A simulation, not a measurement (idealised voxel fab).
voxel capacitor over wiring: a process module
The cross-section shown here is cut; it is 285 nm wide and divided into square cells measuring 5 nm on a side.
When this document writes out a cross-section, it uses a grid of square cells and lists it as bands, beginning at the top and moving down, with a band standing for one or more rows of cells. In this notation a band is specified by the heights of its top and bottom, in that order and in nm, after which its materials appear from left to right, each paired with its width in nm. The word "edge to edge" attached to a single material means that material fills the band from edge to edge; the word "blank" stands for empty space. Zero point of the height axis is 0; under it, received wafer = one material. Lowest band: continues down indefinitely, "0..down". When a width is written as two numbers, as in "30..40", the first number is the width in the top row of cells of the band and the second is the width in its bottom row, and the width changes by the same amount from each row to the next. The designation "same as before", where it is given for a processing step, indicates that no cell of the cross-section was altered in the course of that step. This entry, "Encapsulated voids", enumerates those empty regions of no fewer than 8 cells that possess no open connection to the top. Each region is reported in the form width x height at distance, the distance being taken from the left edge, with all three quantities expressed in nm. Read whatever lies past the settings on a step's line as the simulator's own remark about the step. overlay nm: on a step with a mask, how far right of its planned place the mask lay; negative means left.

The steps planned for the process are as follows
1: RECEIVE [material Si]
2: CONFORMAL_DEP [material SiO2] [thk nm 10]
3: CONFORMAL_DEP [material SiN] [thk nm 5]
4: DIRECTIONAL_DEP [material SiO2] [thk nm 20]
5: MASKED_ETCH [tone open] [mask id METAL_1] [width nm 30] [pitch nm 90] [etch materials SiO2] [depth nm 20] [overlay nm 0]
6: MASKED_ETCH [tone open] [mask id METAL_1] [width nm 30] [pitch nm 90] [etch materials SiN] [depth nm 5] [overlay nm 0]
7: CONFORMAL_DEP [material TiN] [thk nm 5]
8: FILL_DEP [material W] [thk nm 5]
9: CMP [height nm 35]
10: CONFORMAL_DEP [material SiCN] [thk nm 5]
11: DIRECTIONAL_DEP [material SiO2] [thk nm 15]
12: PATTERN [tone open] [mask id PLUG_1] [material resist] [width nm 15] [thk nm 15] [overlay nm 0]
13: DIRECTIONAL_ETCH [etch materials SiO2] [depth nm 15]
14: DIRECTIONAL_ETCH [etch materials SiCN] [depth nm 5]
15: STRIP [etch materials resist]
16: EPI [material Ru] [thk nm 10]
17: EPI [material Ru] [thk nm 10]
18: DIRECTIONAL_DEP [material TiN] [thk nm 10]
19: DIRECTIONAL_DEP [material SiN] [thk nm 5]
20: DIRECTIONAL_DEP [material TiN] [thk nm 5]
21: DIRECTIONAL_DEP [material aC] [thk nm 15]
22: PATTERN [tone cover] [mask id UPPER_PLATE] [material resist] [width nm 65] [thk nm 30] [overlay nm 0]
23: DIRECTIONAL_ETCH [etch materials aC] [depth nm 15]
24: STRIP [etch materials resist]
25: DIRECTIONAL_ETCH [etch materials TiN] [depth nm 5]
26: DIRECTIONAL_ETCH [etch materials SiN] [depth nm 5]
27: STRIP [etch materials aC]
28: DIRECTIONAL_DEP [material aC] [thk nm 15]
29: PATTERN [tone cover] [mask id LOWER_PLATE] [material resist] [width nm 75] [thk nm 35] [overlay nm 0]
30: DIRECTIONAL_ETCH [etch materials aC] [depth nm 15]
31: STRIP [etch materials resist]
32: DIRECTIONAL_ETCH [etch materials TiN] [depth nm 10]
33: STRIP [etch materials aC]
34: FILL_DEP [material SiO2] [thk nm 15]
35: CMP [height nm 85]
36: DIRECTIONAL_DEP [material aC] [thk nm 15]
37: PATTERN [tone open] [mask id PLUG_2] [material resist] [width nm 15] [thk nm 35] [overlay nm 0]
38: DIRECTIONAL_ETCH [etch materials aC] [depth nm 15]
39: STRIP [etch materials resist]
40: DIRECTIONAL_ETCH [etch materials SiO2] [depth nm 10]
41: STRIP [etch materials aC]
42: CONFORMAL_DEP [material TiN] [thk nm 5]
43: FILL_DEP [material Ru] [thk nm 5]
44: CMP [height nm 85]
45: CONFORMAL_DEP [material SiN] [thk nm 5]

First of two wafers: run as planned

Shown in cross-section is the wafer as received, that is, as it stands after step 1
  0..down  Si edge to edge
  Encapsulated voids: none

After step 2
  10..0  SiO2 edge to edge
  Under 0: no change, same as before.

After step 3
  15..10  SiN edge to edge
  Under 10: no change, same as before.

After step 4
  35..15  SiO2 edge to edge
  Under 15: no change, same as before.

After step 5
  35..15  SiO2 (80)  blank (30)  SiO2 (60)  blank (30)  SiO2 (85)
  Under 15: no change, same as before.

After step 6
  35..15  SiO2 (80)  blank (30)  SiO2 (60)  blank (30)  SiO2 (85)
  15..10  SiN (80)  blank (30)  SiN (60)  blank (30)  SiN (85)
  Under 10: no change, same as before.

After step 7
  40..35  TiN (85)  blank (20)  TiN (70)  blank (20)  TiN (90)
  35..15  SiO2 (80)  TiN (5)  blank (20)  TiN (5)  SiO2 (60)  TiN (5)  blank (20)  TiN (5)  SiO2 (85)
  15..10  SiN (80)  TiN (30)  SiN (60)  TiN (30)  SiN (85)
  Under 10: no change, same as before.

After step 8
  45..40  W edge to edge
  40..35  TiN (85)  W (20)  TiN (70)  W (20)  TiN (90)
  35..15  SiO2 (80)  TiN (5)  W (20)  TiN (5)  SiO2 (60)  TiN (5)  W (20)  TiN (5)  SiO2 (85)
  Under 15: no change, same as before.

After step 9
  35..15  SiO2 (80)  TiN (5)  W (20)  TiN (5)  SiO2 (60)  TiN (5)  W (20)  TiN (5)  SiO2 (85)
  Under 15: no change, same as before.

After step 10
  40..35  SiCN edge to edge
  Under 35: no change, same as before.

After step 11
  55..40  SiO2 edge to edge
  Under 40: no change, same as before.

After step 12
  70..55  resist (95)  blank (15)  resist (175)
  Under 55: no change, same as before.

After step 13
  70..55  resist (95)  blank (15)  resist (175)
  55..40  SiO2 (95)  blank (15)  SiO2 (175)
  Under 40: no change, same as before.

After step 14
  70..55  resist (95)  blank (15)  resist (175)
  55..40  SiO2 (95)  blank (15)  SiO2 (175)
  40..35  SiCN (95)  blank (15)  SiCN (175)
  Under 35: no change, same as before.

After step 15
  55..40  SiO2 (95)  blank (15)  SiO2 (175)
  Under 40: no change, same as before.

After step 16
  55..45  SiO2 (95)  blank (15)  SiO2 (175)
  45..40  SiO2 (95)  Ru (15)  SiO2 (175)
  40..35  SiCN (95)  Ru (15)  SiCN (175)
  Under 35: no change, same as before.

After step 17
  55..40  SiO2 (95)  Ru (15)  SiO2 (175)
  Under 40: no change, same as before.

After step 18
  65..55  TiN edge to edge
  Under 55: no change, same as before.

After step 19
  70..65  SiN edge to edge
  Under 65: no change, same as before.

After step 20
  75..70  TiN edge to edge
  Under 70: no change, same as before.

After step 21
  90..75  aC edge to edge
  Under 75: no change, same as before.

After step 22
  120..90  blank (95)  resist (65)  blank (125)
  Under 90: no change, same as before.

After step 23
  105..90  blank (95)  resist (65)  blank (125)
  90..75  blank (95)  aC (65)  blank (125)
  Under 75: no change, same as before.

After step 24
  90..75  blank (95)  aC (65)  blank (125)
  Under 75: no change, same as before.

After step 25
  90..75  blank (95)  aC (65)  blank (125)
  75..70  blank (95)  TiN (65)  blank (125)
  Under 70: no change, same as before.

After step 26
  90..75  blank (95)  aC (65)  blank (125)
  75..70  blank (95)  TiN (65)  blank (125)
  70..65  blank (95)  SiN (65)  blank (125)
  Under 65: no change, same as before.

After step 27
  75..70  blank (95)  TiN (65)  blank (125)
  Under 70: no change, same as before.

After step 28
  90..80  blank (95)  aC (65)  blank (125)
  80..75  aC edge to edge
  75..70  aC (95)  TiN (65)  aC (125)
  70..65  aC (95)  SiN (65)  aC (125)
  Under 65: no change, same as before.

After step 29
  125..90  blank (90)  resist (75)  blank (120)
  90..80  blank (90)  resist (5)  aC (65)  resist (5)  blank (120)
  Under 80: no change, same as before.

After step 30
  110..90  blank (90)  resist (75)  blank (120)
  90..80  blank (90)  resist (5)  aC (65)  resist (5)  blank (120)
  80..75  blank (90)  aC (75)  blank (120)
  75..70  blank (90)  aC (5)  TiN (65)  aC (5)  blank (120)
  70..65  blank (90)  aC (5)  SiN (65)  aC (5)  blank (120)
  Under 65: no change, same as before.

After step 31
  90..80  blank (95)  aC (65)  blank (125)
  Under 80: no change, same as before.

After step 32
  90..80  blank (95)  aC (65)  blank (125)
  80..75  blank (90)  aC (75)  blank (120)
  75..70  blank (90)  aC (5)  TiN (65)  aC (5)  blank (120)
  70..65  blank (90)  aC (5)  SiN (65)  aC (5)  blank (120)
  65..55  blank (90)  TiN (75)  blank (120)
  Under 55: no change, same as before.

After step 33
  75..70  blank (95)  TiN (65)  blank (125)
  70..65  blank (95)  SiN (65)  blank (125)
  Under 65: no change, same as before.

After step 34
  90..75  SiO2 edge to edge
  75..70  SiO2 (95)  TiN (65)  SiO2 (125)
  70..65  SiO2 (95)  SiN (65)  SiO2 (125)
  65..55  SiO2 (90)  TiN (75)  SiO2 (120)
  Under 55: no change, same as before.

After step 35
  85..75  SiO2 edge to edge
  Under 75: no change, same as before.

After step 36
  100..85  aC edge to edge
  Under 85: no change, same as before.

After step 37
  135..100  resist (105)  blank (15)  resist (165)
  Under 100: no change, same as before.

After step 38
  120..100  resist (105)  blank (15)  resist (165)
  100..85  aC (105)  blank (15)  aC (165)
  Under 85: no change, same as before.

After step 39
  100..85  aC (105)  blank (15)  aC (165)
  Under 85: no change, same as before.

After step 40
  100..85  aC (105)  blank (15)  aC (165)
  85..75  SiO2 (105)  blank (15)  SiO2 (165)
  Under 75: no change, same as before.

After step 41
  85..75  SiO2 (105)  blank (15)  SiO2 (165)
  Under 75: no change, same as before.

After step 42
  90..85  TiN (110)  blank (5)  TiN (170)
  85..80  SiO2 (105)  TiN (5)  blank (5)  TiN (5)  SiO2 (165)
  80..70  SiO2 (105..95)  TiN (15..65)  SiO2 (165..125)
  Under 70: no change, same as before.

After step 43
  95..90  Ru edge to edge
  90..85  TiN (110)  Ru (5)  TiN (170)
  85..80  SiO2 (105)  TiN (5)  Ru (5)  TiN (5)  SiO2 (165)
  Under 80: no change, same as before.

After step 44
  85..80  SiO2 (105)  TiN (5)  Ru (5)  TiN (5)  SiO2 (165)
  Under 80: no change, same as before.

After step 45
  90..85  SiN edge to edge
  Under 85: no change, same as before.

Wafer two. Identical start, identical plan. One mistake in execution. Identical history through step 11

Second wafer, cross-section, planned end of step 12
  70..55  blank (95)  resist (15)  blank (175)
  Under 55: no change, same as before.

Second wafer, cross-section, planned end of step 13
  70..55  blank (95)  resist (15)  blank (175)
  55..40  blank (95)  SiO2 (15)  blank (175)
  Under 40: no change, same as before.

Second wafer, cross-section, planned end of step 14
  70..55  blank (95)  resist (15)  blank (175)
  55..40  blank (95)  SiO2 (15)  blank (175)
  40..35  blank (95)  SiCN (15)  blank (175)
  Under 35: no change, same as before.

Second wafer, cross-section, planned end of step 15
  55..40  blank (95)  SiO2 (15)  blank (175)
  Under 40: no change, same as before.

Second wafer, cross-section, planned end of step 16
  55..45  blank (95)  SiO2 (15)  blank (175)
  45..40  blank (70)  Ru (25)  SiO2 (15)  blank (50)  Ru (50)  blank (75)
  40..35  blank (70)  Ru (25)  SiCN (15)  blank (50)  Ru (50)  blank (75)
  Under 35: no change, same as before.

Second wafer, cross-section, planned end of step 17
  55..40  blank (60)  Ru (35)  SiO2 (15)  blank (40)  Ru (70)  blank (65)
  40..35  blank (60)  Ru (35)  SiCN (15)  blank (40)  Ru (70)  blank (65)
  Under 35: no change, same as before.

Second wafer, cross-section, planned end of step 18
  65..55  blank (60)  TiN (50)  blank (40)  TiN (70)  blank (65)
  55..45  blank (60)  Ru (35)  SiO2 (15)  blank (40)  Ru (70)  blank (65)
  45..40  TiN (60)  Ru (35)  SiO2 (15)  TiN (40)  Ru (70)  TiN (65)
  40..35  TiN (60)  Ru (35)  SiCN (15)  TiN (40)  Ru (70)  TiN (65)
  Under 35: no change, same as before.

Second wafer, cross-section, planned end of step 19
  70..65  blank (60)  SiN (50)  blank (40)  SiN (70)  blank (65)
  65..55  blank (60)  TiN (50)  blank (40)  TiN (70)  blank (65)
  55..50  blank (60)  Ru (35)  SiO2 (15)  blank (40)  Ru (70)  blank (65)
  50..45  SiN (60)  Ru (35)  SiO2 (15)  SiN (40)  Ru (70)  SiN (65)
  Under 45: no change, same as before.

Second wafer, cross-section, planned end of step 20
  75..70  blank (60)  TiN (50)  blank (40)  TiN (70)  blank (65)
  70..65  blank (60)  SiN (50)  blank (40)  SiN (70)  blank (65)
  65..55  blank (60)  TiN (50)  blank (40)  TiN (70)  blank (65)
  55..50  TiN (60)  Ru (35)  SiO2 (15)  TiN (40)  Ru (70)  TiN (65)
  Under 50: no change, same as before.

Second wafer, cross-section, planned end of step 21
  90..75  blank (60)  aC (50)  blank (40)  aC (70)  blank (65)
  75..70  blank (60)  TiN (50)  blank (40)  TiN (70)  blank (65)
  70..65  aC (60)  SiN (50)  aC (40)  SiN (70)  aC (65)
  65..55  aC (60)  TiN (50)  aC (40)  TiN (70)  aC (65)
  Under 55: no change, same as before.

Second wafer, cross-section, planned end of step 22
  120..90  blank (95)  resist (65)  blank (125)
  90..75  blank (60)  aC (50)  resist (40)  aC (70)  blank (65)
  75..70  blank (60)  TiN (50)  resist (40)  TiN (70)  blank (65)
  Under 70: no change, same as before.

Second wafer, cross-section, planned end of step 23
  105..90  blank (95)  resist (65)  blank (125)
  90..75  blank (95)  aC (15)  resist (40)  aC (10)  blank (125)
  75..70  blank (60)  TiN (50)  resist (40)  TiN (70)  blank (65)
  70..65  blank (60)  SiN (50)  aC (40)  SiN (70)  blank (65)
  65..55  blank (60)  TiN (50)  aC (40)  TiN (70)  blank (65)
  Under 55: no change, same as before.

Second wafer, cross-section, planned end of step 24
  90..75  blank (95)  aC (15)  blank (40)  aC (10)  blank (125)
  75..70  blank (60)  TiN (50)  blank (40)  TiN (70)  blank (65)
  Under 70: no change, same as before.

Second wafer, cross-section, planned end of step 25
  90..75  blank (95)  aC (15)  blank (40)  aC (10)  blank (125)
  75..70  blank (95)  TiN (15)  blank (40)  TiN (10)  blank (125)
  70..65  blank (60)  SiN (50)  aC (40)  SiN (70)  blank (65)
  65..55  blank (60)  TiN (50)  aC (40)  TiN (70)  blank (65)
  55..50  blank (60)  Ru (35)  SiO2 (15)  TiN (40)  Ru (70)  blank (65)
  Under 50: no change, same as before.

Second wafer, cross-section, planned end of step 26
  90..75  blank (95)  aC (15)  blank (40)  aC (10)  blank (125)
  75..70  blank (95)  TiN (15)  blank (40)  TiN (10)  blank (125)
  70..65  blank (95)  SiN (15)  aC (40)  SiN (10)  blank (125)
  65..55  blank (60)  TiN (50)  aC (40)  TiN (70)  blank (65)
  55..50  blank (60)  Ru (35)  SiO2 (15)  TiN (40)  Ru (70)  blank (65)
  50..45  blank (60)  Ru (35)  SiO2 (15)  SiN (40)  Ru (70)  blank (65)
  Under 45: no change, same as before.

Second wafer, cross-section, planned end of step 27
  75..70  blank (95)  TiN (15)  blank (40)  TiN (10)  blank (125)
  70..65  blank (95)  SiN (15)  blank (40)  SiN (10)  blank (125)
  65..55  blank (60)  TiN (50)  blank (40)  TiN (70)  blank (65)
  Under 55: no change, same as before.

Second wafer, cross-section, planned end of step 28
  90..80  blank (95)  aC (15)  blank (40)  aC (10)  blank (125)
  80..75  blank (60)  aC (50)  blank (40)  aC (70)  blank (65)
  75..70  blank (60)  aC (35)  TiN (15)  blank (40)  TiN (10)  aC (60)  blank (65)
  70..65  blank (60)  aC (35)  SiN (15)  aC (40)  SiN (10)  aC (60)  blank (65)
  65..60  blank (60)  TiN (50)  aC (40)  TiN (70)  blank (65)
  60..55  aC (60)  TiN (50)  aC (40)  TiN (70)  aC (65)
  55..50  aC (60)  Ru (35)  SiO2 (15)  TiN (40)  Ru (70)  aC (65)
  50..45  aC (60)  Ru (35)  SiO2 (15)  SiN (40)  Ru (70)  aC (65)
  Under 45: no change, same as before.

Second wafer, cross-section, planned end of step 29
  125..90  blank (90)  resist (75)  blank (120)
  90..80  blank (90)  resist (5)  aC (15)  resist (40)  aC (10)  resist (5)  blank (120)
  80..75  blank (60)  aC (50)  resist (40)  aC (70)  blank (65)
  75..70  blank (60)  aC (35)  TiN (15)  resist (40)  TiN (10)  aC (60)  blank (65)
  Under 70: no change, same as before.

Second wafer, cross-section, planned end of step 30
  110..90  blank (90)  resist (75)  blank (120)
  90..80  blank (90)  resist (5)  aC (15)  resist (40)  aC (10)  resist (5)  blank (120)
  80..75  blank (90)  aC (20)  resist (40)  aC (15)  blank (120)
  75..70  blank (90)  aC (5)  TiN (15)  resist (40)  TiN (10)  aC (5)  blank (120)
  70..65  blank (90)  aC (5)  SiN (15)  aC (40)  SiN (10)  aC (5)  blank (120)
  65..55  blank (60)  TiN (50)  aC (40)  TiN (70)  blank (65)
  55..50  blank (60)  Ru (35)  SiO2 (15)  TiN (40)  Ru (70)  blank (65)
  50..45  blank (60)  Ru (35)  SiO2 (15)  SiN (40)  Ru (70)  blank (65)
  Under 45: no change, same as before.

Second wafer, cross-section, planned end of step 31
  90..80  blank (95)  aC (15)  blank (40)  aC (10)  blank (125)
  80..75  blank (90)  aC (20)  blank (40)  aC (15)  blank (120)
  75..70  blank (90)  aC (5)  TiN (15)  blank (40)  TiN (10)  aC (5)  blank (120)
  Under 70: no change, same as before.

Second wafer, cross-section, planned end of step 32
  90..80  blank (95)  aC (15)  blank (40)  aC (10)  blank (125)
  80..75  blank (90)  aC (20)  blank (40)  aC (15)  blank (120)
  75..70  blank (90)  aC (5)  TiN (15)  blank (40)  TiN (10)  aC (5)  blank (120)
  70..65  blank (90)  aC (5)  SiN (15)  aC (40)  SiN (10)  aC (5)  blank (120)
  65..55  blank (90)  TiN (20)  aC (40)  TiN (15)  blank (120)
  55..50  blank (60)  Ru (35)  SiO2 (15)  TiN (40)  Ru (70)  blank (65)
  50..45  blank (60)  Ru (35)  SiO2 (15)  SiN (40)  Ru (70)  blank (65)
  45..40  blank (60)  Ru (35)  SiO2 (15)  TiN (40)  Ru (70)  blank (65)
  40..35  blank (60)  Ru (35)  SiCN (15)  TiN (40)  Ru (70)  blank (65)
  Under 35: no change, same as before.

Second wafer, cross-section, planned end of step 33
  75..70  blank (95)  TiN (15)  blank (40)  TiN (10)  blank (125)
  70..65  blank (95)  SiN (15)  blank (40)  SiN (10)  blank (125)
  65..55  blank (90)  TiN (20)  blank (40)  TiN (15)  blank (120)
  Under 55: no change, same as before.

Second wafer, cross-section, planned end of step 34
  90..75  SiO2 edge to edge
  75..70  SiO2 (95)  TiN (15)  SiO2 (40)  TiN (10)  SiO2 (125)
  70..65  SiO2 (95)  SiN (15)  SiO2 (40)  SiN (10)  SiO2 (125)
  65..55  SiO2 (90)  TiN (20)  SiO2 (40)  TiN (15)  SiO2 (120)
  55..50  SiO2 (60)  Ru (35)  SiO2 (15)  TiN (40)  Ru (70)  SiO2 (65)
  50..45  SiO2 (60)  Ru (35)  SiO2 (15)  SiN (40)  Ru (70)  SiO2 (65)
  45..40  SiO2 (60)  Ru (35)  SiO2 (15)  TiN (40)  Ru (70)  SiO2 (65)
  40..35  SiO2 (60)  Ru (35)  SiCN (15)  TiN (40)  Ru (70)  SiO2 (65)
  Under 35: no change, same as before.

Second wafer, cross-section, planned end of step 35
  85..75  SiO2 edge to edge
  Under 75: no change, same as before.

Second wafer, cross-section, planned end of step 36
  100..85  aC edge to edge
  Under 85: no change, same as before.

Second wafer, cross-section, planned end of step 37
  135..100  resist (105)  blank (15)  resist (165)
  Under 100: no change, same as before.

Second wafer, cross-section, planned end of step 38
  120..100  resist (105)  blank (15)  resist (165)
  100..85  aC (105)  blank (15)  aC (165)
  Under 85: no change, same as before.

Second wafer, cross-section, planned end of step 39
  100..85  aC (105)  blank (15)  aC (165)
  Under 85: no change, same as before.

Second wafer, cross-section, planned end of step 40
  100..85  aC (105)  blank (15)  aC (165)
  85..75  SiO2 (105)  blank (15)  SiO2 (165)
  Under 75: no change, same as before.

Second wafer, cross-section, planned end of step 41
  85..75  SiO2 (105)  blank (15)  SiO2 (165)
  Under 75: no change, same as before.

Second wafer, cross-section, planned end of step 42
  90..85  TiN (110)  blank (5)  TiN (170)
  85..80  SiO2 (105)  TiN (5)  blank (5)  TiN (5)  SiO2 (165)
  80..75  SiO2 (105)  TiN (15)  SiO2 (165)
  Under 75: no change, same as before.

Second wafer, cross-section, planned end of step 43
  95..90  Ru edge to edge
  90..85  TiN (110)  Ru (5)  TiN (170)
  85..80  SiO2 (105)  TiN (5)  Ru (5)  TiN (5)  SiO2 (165)
  Under 80: no change, same as before.

Second wafer, cross-section, planned end of step 44
  85..80  SiO2 (105)  TiN (5)  Ru (5)  TiN (5)  SiO2 (165)
  Under 80: no change, same as before.

Second wafer, cross-section, planned end of step 45
  90..85  SiN edge to edge
  Under 85: no change, same as before.
Heads up, the wafer didn't run the way we planned it: off-plan run, step 12, actual operation and settings PATTERN [tone cover] [mask id PLUG_1] [material resist] [width nm 15] [thk nm 15] [overlay nm 0]
Materials where the second wafer ends with more or fewer cells than the first: Ru: 72 more, SiCN: 51 fewer, SiO2: 21 fewer
